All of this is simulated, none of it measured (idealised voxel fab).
process module | voxel tone inversion
cross-section cut | 240 nm wide | cells 5 nm
A cross-section is a grid of square cells, given in bands from the top down. A band is one or more rows of cells.
Each band's line starts with the height of the band's top and of its bottom, in nm. Then come its materials from left to right, each with its width in nm. One material with "throughout" fills the band from edge to edge. "air" is empty space.
Height 0 is the level under which the wafer as received is all one material. The lowest band goes on downwards, as in "0 down".
A width such as "30 to 40" changes by the same amount from each row of cells to the next, from the band's top row to its bottom row.
"no change" after a step means that no cell of the cross-section changed.
closed voids: empty space of 8 cells or more with no open way to the top, each as width x height at its distance from the left edge, in nm
after a step's settings: what the simulator itself notes on the step
overlay nm, on a step with a mask: how far to the right of its planned place the mask lay; to the left if negative
plan
1 op RECEIVE | material Si
2 op CONFORMAL_DEP | material SiCN | thk nm 5
3 op DIRECTIONAL_DEP | material polySi | thk nm 20
4 op PATTERN | tone cover | mask id POSTS | material resist | width nm 25 | pitch nm 55 | thk nm 30 | overlay nm 0
5 op DIRECTIONAL_ETCH | etch materials polySi | depth nm 20
6 op STRIP | etch materials resist
7 op FILL_DEP | material lowk | thk nm 10
8 op CMP | height nm 25
9 op STRIP | etch materials polySi
as received, after step 1
  0 down: Si throughout
  closed voids: none
a wafer at the end: this start, this plan, one mistake
  25 to 20: SiCN throughout
  20 to 0: polySi throughout
  0 down: Si throughout
  closed voids: none
what went wrong: steps 2 and 3 were swapped
